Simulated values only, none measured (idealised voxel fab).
process module | voxel plated lines
cross-section cut | 215 nm wide | cells 5 nm
A cross-section is a grid of square cells, given in bands from the top down. A band is one or more rows of cells.
Each band's line starts with the height of the band's top and of its bottom, in nm. Then come its materials from left to right, each with its width in nm. One material with "throughout" fills the band from edge to edge. "air" is empty space.
Height 0 is the level under which the wafer as received is all one material. The lowest band goes on downwards, as in "0 down".
A width such as "30 to 40" changes by the same amount from each row of cells to the next, from the band's top row to its bottom row.
"no change" after a step means that no cell of the cross-section changed.
closed voids: empty space of 8 cells or more with no open way to the top, each as width x height at its distance from the left edge, in nm
after a step's settings: what the simulator itself notes on the step
overlay nm, on a step with a mask: how far to the right of its planned place the mask lay; to the left if negative
Each pair below shows a cross-section before one step and the cross-section after it, down to the lowest band that changed. The line under each pair gives the step between them, with its settings. The pairs can come from different runs of this module on the same starting wafer, so a pair continues from the pair above only where its "before" says so.
before
  0 down: Si throughout
  closed voids: none
after
  5 to 0: Al2O3 throughout
  below 0: unchanged
  closed voids: none
the step between: op CONFORMAL_DEP | material Al2O3 | thk nm 5
before: the cross-section after the pair above
after
  10 to 5: TiN throughout
  below 5: unchanged
  closed voids: none
the step between: op DIRECTIONAL_DEP | material TiN | thk nm 5
before: the cross-section after the pair above
after
  40 to 10: resist 70 | air 25 | resist 25 | air 25 | resist 70
  below 10: unchanged
  closed voids: none
the step between: op PATTERN | tone open | mask id LINES | material resist | width nm 25 | pitch nm 50 | thk nm 30 | overlay nm 0
before: the cross-section after the pair above
after
  40 to 15: resist 70 | air 25 | resist 25 | air 25 | resist 70
  15 to 10: resist 70 | Ru 25 | resist 25 | Ru 25 | resist 70
  below 10: unchanged
  closed voids: none
the step between: op EPI | material Ru | thk nm 5
before: the cross-section after the pair above
after
  40 to 20: resist 70 | air 25 | resist 25 | air 25 | resist 70
  20 to 10: resist 70 | Ru 25 | resist 25 | Ru 25 | resist 70
  below 10: unchanged
  closed voids: none
the step between: op EPI | material Ru | thk nm 5
before: the cross-section after the pair above
after
  20 to 10: air 70 | Ru 25 | air 25 | Ru 25 | air 70
  below 10: unchanged
  closed voids: none
the step between: op STRIP | etch materials resist
before: the cross-section after the pair above
after
  20 to 10: air 70 | Ru 25 | air 25 | Ru 25 | air 70
  10 to 5: air 70 | TiN 25 | air 25 | TiN 25 | air 70
  below 5: unchanged
  closed voids: none
the step between: op DIRECTIONAL_ETCH | etch materials TiN | depth nm 5
before: the cross-section after the pair above
after
  30 to 20: air 60 | SiO2 45 | air 5 | SiO2 45 | air 60
  20 to 15: air 60 | SiO2 10 | Ru 25 | SiO2 10 | air 5 | SiO2 10 | Ru 25 | SiO2 10 | air 60
  15 to 10: SiO2 70 | Ru 25 | SiO2 25 | Ru 25 | SiO2 70
  10 to 5: SiO2 70 | TiN 25 | SiO2 25 | TiN 25 | SiO2 70
  below 5: unchanged
  closed voids: none
the step between: op CONFORMAL_DEP | material SiO2 | thk nm 10
before
  0 down: Si throughout
  closed voids: none
after
  5 to 0: TiN throughout
  below 0: unchanged
  closed voids: none
the step between: op DIRECTIONAL_DEP | material TiN | thk nm 5
before: the cross-section after the pair above
after
  35 to 5: resist 70 | air 25 | resist 25 | air 25 | resist 70
  below 5: unchanged
  closed voids: none
the step between: op PATTERN | tone open | mask id LINES | material resist | width nm 25 | pitch nm 50 | thk nm 30 | overlay nm 0
before: the cross-section after the pair above
after
  35 to 10: resist 70 | air 25 | resist 25 | air 25 | resist 70
  10 to 5: resist 70 | Ru 25 | resist 25 | Ru 25 | resist 70
  below 5: unchanged
  closed voids: none
the step between: op EPI | material Ru | thk nm 5
before: the cross-section after the pair above
after
  35 to 15: resist 70 | air 25 | resist 25 | air 25 | resist 70
  15 to 5: resist 70 | Ru 25 | resist 25 | Ru 25 | resist 70
  below 5: unchanged
  closed voids: none
the step between: op EPI | material Ru | thk nm 5
before: the cross-section after the pair above
after
  15 to 5: air 70 | Ru 25 | air 25 | Ru 25 | air 70
  below 5: unchanged
  closed voids: none
the step between: op STRIP | etch materials resist
before: the cross-section after the pair above
after
  15 to 5: air 70 | Ru 25 | air 25 | Ru 25 | air 70
  5 to 0: air 70 | TiN 25 | air 25 | TiN 25 | air 70
  below 0: unchanged
  closed voids: none
the step between: op DIRECTIONAL_ETCH | etch materials TiN | depth nm 5
before: the cross-section after the pair above
after
  25 to 15: air 60 | SiO2 45 | air 5 | SiO2 45 | air 60
  15 to 10: air 60 | SiO2 10 | Ru 25 | SiO2 10 | air 5 | SiO2 10 | Ru 25 | SiO2 10 | air 60
  10 to 5: SiO2 70 | Ru 25 | SiO2 25 | Ru 25 | SiO2 70
  5 to 0: SiO2 70 | TiN 25 | SiO2 25 | TiN 25 | SiO2 70
  below 0: unchanged
  closed voids: none
the step between: op CONFORMAL_DEP | material SiO2 | thk nm 10
before
  5 to 0: TiN throughout
  0 down: Si throughout
  closed voids: none
after
  10 to 5: Al2O3 throughout
  below 5: unchanged
  closed voids: none
the step between: op CONFORMAL_DEP | material Al2O3 | thk nm 5
before: the cross-section after the pair above
after
  40 to 10: resist 70 | air 25 | resist 25 | air 25 | resist 70
  below 10: unchanged
  closed voids: none
the step between: op PATTERN | tone open | mask id LINES | material resist | width nm 25 | pitch nm 50 | thk nm 30 | overlay nm 0
before: the cross-section after the pair above
after
  10 to 5: Al2O3 throughout
  below 5: unchanged
  closed voids: none
the step between: op STRIP | etch materials resist
before: the cross-section after the pair above
after
  20 to 10: SiO2 throughout
  below 10: unchanged
  closed voids: none
the step between: op CONFORMAL_DEP | material SiO2 | thk nm 10
before
  20 to 10: air 70 | Ru 25 | air 25 | Ru 25 | air 70
  10 to 5: air 70 | TiN 25 | air 25 | TiN 25 | air 70
  5 to 0: Al2O3 throughout
  0 down: Si throughout
  closed voids: none
after
  35 to 20: air 55 | SiO2 105 | air 55
  20 to 10: SiO2 70 | Ru 25 | SiO2 25 | Ru 25 | SiO2 70
  10 to 5: SiO2 70 | TiN 25 | SiO2 25 | TiN 25 | SiO2 70
  below 5: unchanged
  closed voids: none
the step between: op CONFORMAL_DEP | material SiO2 | thk nm 15
before
  10 to 5: TiN throughout
  5 to 0: Al2O3 throughout
  0 down: Si throughout
  closed voids: none
after
  40 to 10: resist 75 | air 20 | resist 30 | air 20 | resist 70
  below 10: unchanged
  closed voids: none
the step between: op PATTERN | tone open | mask id LINES | material resist | width nm 20 | pitch nm 50 | thk nm 30 | overlay nm 0
before: the cross-section after the pair above
after
  40 to 15: resist 75 | air 20 | resist 30 | air 20 | resist 70
  15 to 10: resist 75 | Ru 20 | resist 30 | Ru 20 | resist 70
  below 10: unchanged
  closed voids: none
the step between: op EPI | material Ru | thk nm 5
before: the cross-section after the pair above
after
  40 to 20: resist 75 | air 20 | resist 30 | air 20 | resist 70
  20 to 10: resist 75 | Ru 20 | resist 30 | Ru 20 | resist 70
  below 10: unchanged
  closed voids: none
the step between: op EPI | material Ru | thk nm 5
before: the cross-section after the pair above
after
  20 to 10: air 75 | Ru 20 | air 30 | Ru 20 | air 70
  below 10: unchanged
  closed voids: none
the step between: op STRIP | etch materials resist
before: the cross-section after the pair above
after
  20 to 10: air 75 | Ru 20 | air 30 | Ru 20 | air 70
  10 to 5: air 75 | TiN 20 | air 30 | TiN 20 | air 70
  below 5: unchanged
  closed voids: none
the step between: op DIRECTIONAL_ETCH | etch materials TiN | depth nm 5
before: the cross-section after the pair above
after
  30 to 20: air 65 | SiO2 40 | air 10 | SiO2 40 | air 60
  20 to 15: air 65 | SiO2 10 | Ru 20 | SiO2 10 | air 10 | SiO2 10 | Ru 20 | SiO2 10 | air 60
  15 to 10: SiO2 75 | Ru 20 | SiO2 30 | Ru 20 | SiO2 70
  10 to 5: SiO2 75 | TiN 20 | SiO2 30 | TiN 20 | SiO2 70
  below 5: unchanged
  closed voids: none
the step between: op CONFORMAL_DEP | material SiO2 | thk nm 10
before
  10 to 5: TiN throughout
  5 to 0: Al2O3 throughout
  0 down: Si throughout
  closed voids: none
after
  40 to 10: resist 75 | air 25 | resist 25 | air 25 | resist 65
  below 10: unchanged
  closed voids: none
the step between: op PATTERN | tone open | mask id LINES | material resist | width nm 25 | pitch nm 50 | thk nm 30 | overlay nm 5
before: the cross-section after the pair above
after
  40 to 15: resist 75 | air 25 | resist 25 | air 25 | resist 65
  15 to 10: resist 75 | Ru 25 | resist 25 | Ru 25 | resist 65
  below 10: unchanged
  closed voids: none
the step between: op EPI | material Ru | thk nm 5
before: the cross-section after the pair above
after
  40 to 20: resist 75 | air 25 | resist 25 | air 25 | resist 65
  20 to 10: resist 75 | Ru 25 | resist 25 | Ru 25 | resist 65
  below 10: unchanged
  closed voids: none
the step between: op EPI | material Ru | thk nm 5
before: the cross-section after the pair above
after
  20 to 10: air 75 | Ru 25 | air 25 | Ru 25 | air 65
  below 10: unchanged
  closed voids: none
the step between: op STRIP | etch materials resist
before: the cross-section after the pair above
after
  20 to 10: air 75 | Ru 25 | air 25 | Ru 25 | air 65
  10 to 5: air 75 | TiN 25 | air 25 | TiN 25 | air 65
  below 5: unchanged
  closed voids: none
the step between: op DIRECTIONAL_ETCH | etch materials TiN | depth nm 5
before: the cross-section after the pair above
after
  30 to 20: air 65 | SiO2 45 | air 5 | SiO2 45 | air 55
  20 to 15: air 65 | SiO2 10 | Ru 25 | SiO2 10 | air 5 | SiO2 10 | Ru 25 | SiO2 10 | air 55
  15 to 10: SiO2 75 | Ru 25 | SiO2 25 | Ru 25 | SiO2 65
  10 to 5: SiO2 75 | TiN 25 | SiO2 25 | TiN 25 | SiO2 65
  below 5: unchanged
  closed voids: none
the step between: op CONFORMAL_DEP | material SiO2 | thk nm 10
before
  20 to 10: air 70 | Ru 25 | air 25 | Ru 25 | air 70
  10 to 5: air 70 | TiN 25 | air 25 | TiN 25 | air 70
  5 to 0: Al2O3 throughout
  0 down: Si throughout
  closed voids: none
after
  30 to 20: air 60 | TiN 45 | air 5 | TiN 45 | air 60
  20 to 15: air 60 | TiN 10 | Ru 25 | TiN 10 | air 5 | TiN 10 | Ru 25 | TiN 10 | air 60
  15 to 10: TiN 70 | Ru 25 | TiN 25 | Ru 25 | TiN 70
  10 to 5: TiN throughout
  below 5: unchanged
  closed voids: none
the step between: op CONFORMAL_DEP | material TiN | thk nm 10
before
  10 to 5: TiN throughout
  5 to 0: Al2O3 throughout
  0 down: Si throughout
  closed voids: none
after
  40 to 10: air 70 | resist 25 | air 25 | resist 25 | air 70
  below 10: unchanged
  closed voids: none
the step between: op PATTERN | tone cover | mask id LINES | material resist | width nm 25 | pitch nm 50 | thk nm 30 | overlay nm 0
before: the cross-section after the pair above
after
  40 to 15: air 70 | resist 25 | air 25 | resist 25 | air 70
  15 to 10: Ru 70 | resist 25 | Ru 25 | resist 25 | Ru 70
  below 10: unchanged
  closed voids: none
the step between: op EPI | material Ru | thk nm 5
before: the cross-section after the pair above
after
  40 to 20: air 70 | resist 25 | air 25 | resist 25 | air 70
  20 to 10: Ru 70 | resist 25 | Ru 25 | resist 25 | Ru 70
  below 10: unchanged
  closed voids: none
the step between: op EPI | material Ru | thk nm 5
before: the cross-section after the pair above
after
  20 to 10: Ru 70 | air 25 | Ru 25 | air 25 | Ru 70
  below 10: unchanged
  closed voids: none
the step between: op STRIP | etch materials resist
before: the cross-section after the pair above
after
  20 to 10: Ru 70 | air 25 | Ru 25 | air 25 | Ru 70
  10 to 5: TiN 70 | air 25 | TiN 25 | air 25 | TiN 70
  below 5: unchanged
  closed voids: none
the step between: op DIRECTIONAL_ETCH | etch materials TiN | depth nm 5
before: the cross-section after the pair above
after
  30 to 20: SiO2 80 | air 5 | SiO2 45 | air 5 | SiO2 80
  20 to 15: Ru 70 | SiO2 10 | air 5 | SiO2 10 | Ru 25 | SiO2 10 | air 5 | SiO2 10 | Ru 70
  15 to 10: Ru 70 | SiO2 25 | Ru 25 | SiO2 25 | Ru 70
  10 to 5: TiN 70 | SiO2 25 | TiN 25 | SiO2 25 | TiN 70
  below 5: unchanged
  closed voids: none
the step between: op CONFORMAL_DEP | material SiO2 | thk nm 10
